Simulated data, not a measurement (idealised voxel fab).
The process module that follows is named voxel capacitor over wiring.
Square cell edge 5 nm, section width 240 nm, ID cut.
A cross-section in this document is a grid of square cells, and it is written down as bands, the top band listed before the ones below it; a band is made up of one or more rows of cells. First you get the band's top height and its bottom height, in nm, and then the materials it's made of, left to right, with each width in nm. If you see a single material with "edge to edge", that one covers the band edge to edge. "empty" is empty space. Counting heights begins at 0, where everything beneath is, in the wafer as received, one material. The lowest band has no bottom; it goes on downwards, as "0..down" shows. With a width like "30 to 40", each row of cells in the band differs from the next by the same amount, the top row carrying the first number and the bottom row the second. Where a step carries "no change occurred", the cross-section came out of it unchanged, cell for cell. The entry "Closed void listing" lists the empty spaces that cover at least 8 cells and have no open path to the top. Each is written as width x height at distance, where the distance is measured from the left edge and all three values are in nm. Formally, on a step line, whatever follows the settings is a remark that the simulator itself makes on the step. overlay nm: on a step with a mask, how far right of its planned place the mask lay; negative means left.

List of planned process steps:
1,RECEIVE [material Si]
2,CONFORMAL_DEP [material SiO2] [thk nm 15]
3,DIRECTIONAL_DEP [material TiN] [thk nm 5]
4,DIRECTIONAL_DEP [material W] [thk nm 25]
5,PATTERN [tone cover] [mask id METAL_1] [material resist] [width nm 25] [pitch nm 90] [thk nm 20] [overlay nm 0]
6,DIRECTIONAL_ETCH [etch materials W] [depth nm 25]
7,DIRECTIONAL_ETCH [etch materials TiN] [depth nm 5]
8,STRIP [etch materials resist]
9,CONFORMAL_DEP [material SiN] [thk nm 5]
10,FILL_DEP [material lowk] [thk nm 5]
11,CMP [height nm 45]
12,CONFORMAL_DEP [material SiCN] [thk nm 5]
13,DIRECTIONAL_DEP [material SiO2] [thk nm 15]
14,DIRECTIONAL_DEP [material aC] [thk nm 15]
15,PATTERN [tone open] [mask id PLUG_1] [material resist] [width nm 15] [thk nm 30] [overlay nm 0]
16,DIRECTIONAL_ETCH [etch materials aC] [depth nm 15]
17,STRIP [etch materials resist]
18,DIRECTIONAL_ETCH [etch materials SiO2] [depth nm 15]
19,DIRECTIONAL_ETCH [etch materials SiCN] [depth nm 5]
20,STRIP [etch materials aC]
21,CONFORMAL_DEP [material TiN] [thk nm 5]
22,FILL_DEP [material Ru] [thk nm 10]
23,CMP [height nm 65]
24,DIRECTIONAL_DEP [material TiN] [thk nm 5]
25,DIRECTIONAL_DEP [material Al2O3] [thk nm 5]
26,DIRECTIONAL_DEP [material TiN] [thk nm 5]
27,DIRECTIONAL_DEP [material aC] [thk nm 10]
28,PATTERN [tone cover] [mask id UPPER_PLATE] [material resist] [width nm 70] [thk nm 25] [overlay nm 0]
29,DIRECTIONAL_ETCH [etch materials aC] [depth nm 10]
30,STRIP [etch materials resist]
31,DIRECTIONAL_ETCH [etch materials TiN] [depth nm 5]
32,DIRECTIONAL_ETCH [etch materials Al2O3] [depth nm 5]
33,STRIP [etch materials aC]
34,PATTERN [tone cover] [mask id LOWER_PLATE] [material resist] [width nm 80] [thk nm 15] [overlay nm 0]
35,DIRECTIONAL_ETCH [etch materials TiN] [depth nm 5]
36,STRIP [etch materials resist]
37,FILL_DEP [material SiO2] [thk nm 15]
38,CMP [height nm 90]
39,PATTERN [tone open] [mask id PLUG_2] [material resist] [width nm 15] [thk nm 15] [overlay nm 0]
40,DIRECTIONAL_ETCH [etch materials SiO2] [depth nm 10]
41,STRIP [etch materials resist]
42,CONFORMAL_DEP [material TiN] [thk nm 5]
43,FILL_DEP [material Ru] [thk nm 5]
44,CMP [height nm 90]
45,CONFORMAL_DEP [material SiN] [thk nm 5]
Be aware that, although all wafers share a common starting state, the width nm at step 15 differs among them, and the plan displays the first wafer's value.

Cross-section of the first of several wafers on receipt, reflecting completion of step 1:
* 0..down | Si edge to edge
* Closed void listing: none

Rows = wafers. At module end, each row lists per material the cells gained (+) or lost (-) since the wafer was received, then the closed voids:
width nm 15 | +14 Al2O3 | +4 Ru | +45 SiCN | +106 SiN | +469 SiO2 | +54 TiN | +50 W | +170 lowk | Closed void listing: none
width nm 20 | +14 Al2O3 | +7 Ru | +44 SiCN | +106 SiN | +466 SiO2 | +55 TiN | +50 W | +170 lowk | Closed void listing: none
width nm 25 | +14 Al2O3 | +10 Ru | +43 SiCN | +106 SiN | +463 SiO2 | +56 TiN | +50 W | +170 lowk | Closed void listing: none
width nm 30 | +14 Al2O3 | +13 Ru | +42 SiCN | +106 SiN | +460 SiO2 | +57 TiN | +50 W | +170 lowk | Closed void listing: none
